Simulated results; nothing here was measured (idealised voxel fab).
You're looking at the process module voxel trench capacitor.
Square cell edge 5 nm, section width 220 nm, ID cut.
Format of a cross-section: grid, square cells. Given as bands. Order: top down. Band: one or more rows of cells. Top height, bottom height, nm. Materials left to right, width each, nm. Single material + "all across" = fills band edge to edge. "blank" = empty. Zero point of the height axis is 0; under it, received wafer = one material. Lowest band: continues down indefinitely, "from 0 down". Width: "30->40" (first number = top row, second number = bottom row, same change from row to row of cells). Step marked "nothing was modified"? Then no cell in the cross-section changed in it. Closed-off voids: empty space of 8 cells or more with no open way to the top, each as width x height at its distance from the left edge, in nm. What comes after the settings on a step's line is commentary from the simulator itself on that step. overlay nm: mask right of planned place by this much (step with mask). Neg. = left.

## The following list gives the planned process steps
1: RECEIVE with material Si
2: CONFORMAL_DEP with material SiN, thk nm 5
3: DIRECTIONAL_DEP with material aC, thk nm 10
4: PATTERN with tone open, mask id TRENCH, material resist, width nm 15, pitch nm 40, thk nm 25, overlay nm 0
5: DIRECTIONAL_ETCH with etch materials aC, depth nm 10
6: STRIP with etch materials resist
7: DIRECTIONAL_ETCH with etch materials SiN, depth nm 5
8: DIRECTIONAL_ETCH with etch materials Si, depth nm 25
9: STRIP with etch materials aC
10: CONFORMAL_DEP with material SiO2, thk nm 5
11: FILL_DEP with material polySi, thk nm 5
12: CMP with height nm 5
varied across the wafers: width nm of step 4. The plan shows the first wafer's value. All wafers start alike

## Step 1 complete: as-received cross-section of the first of several wafers
  from 0 down: Si all across
  Closed-off voids: none

## So in this table every wafer gets its own row, and what you see is where it stands at the end of the module: for each material, how many cells it picked up (+) or gave up (-) since we received it, and after that its closed voids
width nm 15, -60 Si, +32 SiN, +52 SiO2, +20 polySi, Closed-off voids: none
width nm 20, -80 Si, +28 SiN, +56 SiO2, +40 polySi, Closed-off voids: none
width nm 25, -100 Si, +24 SiN, +60 SiO2, +60 polySi, Closed-off voids: none
